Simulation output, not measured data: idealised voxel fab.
Process module name: voxel capacitor over wiring
Xsec cut, 295 nm wide, square cell size 5 nm.
In this document a cross-section is written as a grid of square cells. It is given as a series of bands, listed from the top down, and a band is one or more rows of cells.
For a band, the entry starts with two heights in nm, that of the top and then that of the bottom, and carries on with the band's materials in order from left to right, each alongside its width in nm; the word "all across" beside a single material means it fills the band edge to edge, and "blank" means empty space.
For the purposes of this specification, 0 denotes the height below which the wafer in its as-received condition is composed wholly of one material, and the lowermost band, lacking a lower limit, extends downward without end, as expressed in "z 0 and below".
With a width like "30..40", each row of cells in the band differs from the next by the same amount, the top row carrying the first number and the bottom row the second.
"nothing changed" for a step: no cell of the cross-section changed in that step.
What "Enclosed void entries" gives you is every empty space of 8 cells or more that is cut off from the top. Each appears as width x height at distance, with the distance taken from the left edge and width, height and distance all in nm.
Formally, on a step line, whatever follows the settings is a remark that the simulator itself makes on the step.
If you see "overlay nm" on a step's line and that step has a mask, it's telling you how far right of where it was planned the mask ended up; a negative number means it went left instead.

-- The following list gives the planned process steps
1. RECEIVE,material Si
2. CONFORMAL_DEP,material SiO2,thk nm 10
3. CONFORMAL_DEP,material SiN,thk nm 5
4. DIRECTIONAL_DEP,material SiO2,thk nm 20
5. PATTERN,tone open,mask id METAL_1,material resist,width nm 20,pitch nm 90,thk nm 15,overlay nm 0
6. DIRECTIONAL_ETCH,etch materials SiO2,depth nm 20
7. DIRECTIONAL_ETCH,etch materials SiN,depth nm 5
8. STRIP,etch materials resist
9. CONFORMAL_DEP,material TiN,thk nm 5
10. FILL_DEP,material W,thk nm 5
11. CMP,height nm 35
12. CONFORMAL_DEP,material SiCN,thk nm 5
13. DIRECTIONAL_DEP,material lowk,thk nm 10
14. PATTERN,tone open,mask id PLUG_1,material resist,width nm 15,thk nm 15,overlay nm 0
15. DIRECTIONAL_ETCH,etch materials lowk,depth nm 10
16. DIRECTIONAL_ETCH,etch materials SiCN,depth nm 5
17. STRIP,etch materials resist
18. CONFORMAL_DEP,material TiN,thk nm 5
19. FILL_DEP,material W,thk nm 10
20. CMP,height nm 50
21. DIRECTIONAL_DEP,material TiN,thk nm 10
22. DIRECTIONAL_DEP,material Al2O3,thk nm 5
23. DIRECTIONAL_DEP,material TiN,thk nm 5
24. DIRECTIONAL_DEP,material aC,thk nm 15
25. PATTERN,tone cover,mask id UPPER_PLATE,material resist,width nm 75,thk nm 35,overlay nm 0
26. DIRECTIONAL_ETCH,etch materials aC,depth nm 15
27. STRIP,etch materials resist
28. DIRECTIONAL_ETCH,etch materials TiN,depth nm 5
29. DIRECTIONAL_ETCH,etch materials Al2O3,depth nm 5
30. STRIP,etch materials aC
31. PATTERN,tone cover,mask id LOWER_PLATE,material resist,width nm 85,thk nm 20,overlay nm 0
32. DIRECTIONAL_ETCH,etch materials TiN,depth nm 10
33. STRIP,etch materials resist
34. FILL_DEP,material SiO2,thk nm 20
35. CMP,height nm 85
36. PATTERN,tone open,mask id PLUG_2,material resist,width nm 15,thk nm 20,overlay nm 0
37. DIRECTIONAL_ETCH,etch materials SiO2,depth nm 15
38. STRIP,etch materials resist
39. CONFORMAL_DEP,material TiN,thk nm 5
40. FILL_DEP,material W,thk nm 10
41. CMP,height nm 85
42. CONFORMAL_DEP,material SiN,thk nm 5

-- This is the cross-section of the wafer as we received it, i.e. after step 1
* z 0 and below | Si all across
* Enclosed void entries: none

-- Final wafer profile in cross-section after the module, from the same start and plan as above, with one mistake made during processing
* z 90 to 85 | SiN all across
* z 85 to 75 | SiO2 (105)  TiN (5)  W (5)  TiN (5)  SiO2 (175)
* z 75 to 65 | SiO2 (105..95)  TiN (15..75)  SiO2 (175..125)
* z 65 to 60 | SiO2 (95)  Al2O3 (75)  SiO2 (125)
* z 60 to 50 | SiO2 (90)  TiN (85)  SiO2 (120)
* z 50 to 40 | lowk (105)  TiN (5)  W (5)  TiN (5)  lowk (175)
* z 40 to 35 | SiCN (105)  TiN (15)  SiCN (175)
* z 35 to 15 | SiO2 (90)  TiN (5)  W (10)  TiN (5)  SiO2 (70)  TiN (5)  W (10)  TiN (5)  SiO2 (95)
* z 15 to 10 | SiN (90)  TiN (20)  SiN (70)  TiN (20)  SiN (95)
* z 10 to 0 | SiO2 all across
* z 0 and below | Si all across
* Enclosed void entries: none
Which mistake was made when the wafer was run? note that step 14 departed from the planned setting and was carried out as PATTERN,tone open,mask id PLUG_1,material resist,width nm 15,thk nm 15,overlay nm 10
